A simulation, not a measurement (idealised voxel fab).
Herein follows the process module entitled voxel self aligned vias.
We display cut, a cross-section 210 nm in width whose square cells are each 5 nm.
The cross-sections in this document take the form of a grid made of square cells. They are written out as bands, in order from top to bottom. Each band consists of one or more rows of cells.
Basically the band line says how high the top is and how high the bottom is, in nm, and then what's in it from left to right, every material with its width in nm. Empty space shows up as "blank", and if a single material carries "edge to edge" it runs the full band edge to edge.
Height is counted from the level 0, under which the received wafer is composed throughout of one material. The lowest of the bands is not closed at the bottom but continues downward, in the notation "0..down".
Read "30 to 40" as a graded width: first number on top, second number at the bottom, same change between each pair of neighbouring rows.
Take "no change occurred" at face value: in the step it is given for, the cross-section changed in none of its cells.
The entry "Trapped cavities" lists the empty spaces that cover at least 8 cells and have no open path to the top. Each is written as width x height at distance, where the distance is measured from the left edge and all three values are in nm.
It should be noted that, on the line of a given step, the content following the step's settings is a remark produced by the simulator itself with respect to that step.
When a step includes a mask, the "overlay nm" setting on its line states how far to the right of its planned place that mask lay, and negative values state how far to the left.
### Listed below are the process steps as planned
1. RECEIVE,material Si
2. CONFORMAL_DEP,material SiO2,thk nm 10
3. CONFORMAL_DEP,material SiCN,thk nm 5
4. DIRECTIONAL_DEP,material SiO2,thk nm 30
5. MASKED_ETCH,tone open,mask id LINES,width nm 20,pitch nm 60,etch materials SiO2,depth nm 30,overlay nm 0
6. CONFORMAL_DEP,material TiN,thk nm 5
7. FILL_DEP,material W,thk nm 5
8. CMP,height nm 45
9. SELECTIVE_ETCH,etch materials W Ru TiN,depth nm 5
10. FILL_DEP,material SiN,thk nm 10
11. CMP,height nm 45
12. DIRECTIONAL_DEP,material SiO2,thk nm 15
13. PATTERN,tone open,mask id VIAS,material resist,width nm 30,thk nm 20,overlay nm 0
14. DIRECTIONAL_ETCH,etch materials SiO2,depth nm 15
15. DIRECTIONAL_ETCH,etch materials SiN,depth nm 5
16. STRIP,etch materials resist
17. CONFORMAL_DEP,material TiN,thk nm 5
18. FILL_DEP,material Ru,thk nm 5
19. CMP,height nm 60
20. CONFORMAL_DEP,material SiN,thk nm 5
### The cross-section here shows the wafer as received, i.e. in its state after step 1
* 0..down | Si edge to edge
* Trapped cavities: none
### What the wafer looks like in cross-section after this module, when it starts as shown above and follows the plan above but one mistake is made in running it
* 65..60 | SiN edge to edge
* 60..50 | SiO2: 60 / TiN: 5 / Ru: 20 / TiN: 5 / SiO2: 120
* 50..45 | SiO2: 60 / TiN: 10 / Ru: 10 / TiN: 10 / SiO2: 120
* 45..40 | SiO2: 65 / TiN: 20 / SiO2: 40 / SiN: 20 / SiO2: 65
* 40..20 | SiO2: 65 / TiN: 5 / W: 10 / TiN: 5 / SiO2: 40 / TiN: 5 / W: 10 / TiN: 5 / SiO2: 65
* 20..15 | SiO2: 65 / TiN: 20 / SiO2: 40 / TiN: 20 / SiO2: 65
* 15..5 | SiO2 edge to edge
* 5..0 | SiCN edge to edge
* 0..down | Si edge to edge
* Trapped cavities: none
What went wrong in running the wafer? plan steps 2 and 3 run swapped
